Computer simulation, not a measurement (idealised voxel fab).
Documented hereafter: the process module known as voxel capacitor over wiring.
Cross-sectional view cut (width: 220 nm; square cell size: 5 nm).
A cross-section is written here as square cells arranged in a grid, and it is given in bands from the top down, each band taking up one or more rows of cells.
In this notation a band is specified by the heights of its top and bottom, in that order and in nm, after which its materials appear from left to right, each paired with its width in nm. The word "full width" attached to a single material means that material fills the band from edge to edge; the word "empty" stands for empty space.
The level at which height equals 0 is the one under which the wafer, as it arrives, is entirely one material. No lower edge exists for the bottom band, which continues downward and is notated as in "0 and below".
Width: "30->40" (first number = top row, second number = bottom row, same change from row to row of cells).
Where a step carries "nothing was modified", the cross-section came out of it unchanged, cell for cell.
Empty spaces counting at least 8 cells and having no open way to the top are listed in "Completely enclosed voids". The notation width x height at distance is used for each, the distance being from the left edge and all three values in nm.
On a step's line, text after the settings is the simulator commenting on that step.
On any step carrying a mask, the "overlay nm" setting, if present on the step's line, tells how far right of its planned place the mask lay; negative values point to the left.
## The process steps that were planned are listed below
1 RECEIVE with material Si
2 CONFORMAL_DEP with material SiO2, thk nm 10
3 CONFORMAL_DEP with material SiCN, thk nm 5
4 DIRECTIONAL_DEP with material lowk, thk nm 15
5 PATTERN with tone open, mask id METAL_1, material resist, width nm 30, pitch nm 85, thk nm 15, overlay nm 0
6 DIRECTIONAL_ETCH with etch materials lowk, depth nm 15
7 DIRECTIONAL_ETCH with etch materials SiCN, depth nm 5
8 STRIP with etch materials resist
9 CONFORMAL_DEP with material TiN, thk nm 5
10 FILL_DEP with material W, thk nm 10
11 CMP with height nm 30
12 CONFORMAL_DEP with material SiCN, thk nm 5
13 DIRECTIONAL_DEP with material lowk, thk nm 10
14 DIRECTIONAL_DEP with material aC, thk nm 15
15 PATTERN with tone open, mask id PLUG_1, material resist, width nm 15, thk nm 30, overlay nm 0
16 DIRECTIONAL_ETCH with etch materials aC, depth nm 15
17 STRIP with etch materials resist
18 DIRECTIONAL_ETCH with etch materials lowk, depth nm 10
19 DIRECTIONAL_ETCH with etch materials SiCN, depth nm 5
20 STRIP with etch materials aC
21 EPI with material Ru, thk nm 10
22 EPI with material Ru, thk nm 5
23 DIRECTIONAL_DEP with material TiN, thk nm 5
24 DIRECTIONAL_DEP with material Al2O3, thk nm 5
25 DIRECTIONAL_DEP with material TiN, thk nm 5
26 PATTERN with tone cover, mask id UPPER_PLATE, material resist, width nm 60, thk nm 20, overlay nm 0
27 DIRECTIONAL_ETCH with etch materials TiN, depth nm 5
28 DIRECTIONAL_ETCH with etch materials Al2O3, depth nm 5
29 STRIP with etch materials resist
30 DIRECTIONAL_DEP with material aC, thk nm 15
31 PATTERN with tone cover, mask id LOWER_PLATE, material resist, width nm 70, thk nm 30, overlay nm 0
32 DIRECTIONAL_ETCH with etch materials aC, depth nm 15
33 STRIP with etch materials resist
34 DIRECTIONAL_ETCH with etch materials TiN, depth nm 5
35 STRIP with etch materials aC
36 FILL_DEP with material SiO2, thk nm 20
37 CMP with height nm 75
38 PATTERN with tone open, mask id PLUG_2, material resist, width nm 15, thk nm 15, overlay nm 0
39 DIRECTIONAL_ETCH with etch materials SiO2, depth nm 15
40 STRIP with etch materials resist
41 CONFORMAL_DEP with material TiN, thk nm 5
42 FILL_DEP with material Cu, thk nm 10
43 CMP with height nm 75
44 CONFORMAL_DEP with material SiN, thk nm 5
## As-received state of the wafer in cross-section, equivalent to post-step 1
  0 and below  Si full width
  Completely enclosed voids: none
## Final cross-section, module run with one mistake (start and plan as above)
  80 down to 75  SiN full width
  75 down to 65  70 nm SiO2  5 nm TiN  15 nm Cu  5 nm TiN  125 nm SiO2
  65 down to 55  70->65 nm SiO2  25->60 nm TiN  125->95 nm SiO2
  55 down to 50  65 nm SiO2  60 nm Al2O3  95 nm SiO2
  50 down to 45  60 nm SiO2  70 nm TiN  90 nm SiO2
  45 down to 35  65 nm lowk  15 nm Ru  140 nm lowk
  35 down to 30  65 nm SiCN  15 nm Ru  140 nm SiCN
  30 down to 15  50 nm lowk  5 nm TiN  20 nm W  5 nm TiN  55 nm lowk  5 nm TiN  20 nm W  5 nm TiN  55 nm lowk
  15 down to 10  50 nm SiCN  30 nm TiN  55 nm SiCN  30 nm TiN  55 nm SiCN
  10 down to 0  SiO2 full width
  0 and below  Si full width
  Completely enclosed voids: none
Plan not followed: so step 38 ended up running with a different setting than we planned, it ran as PATTERN with tone open, mask id PLUG_2, material resist, width nm 25, thk nm 15, overlay nm 0
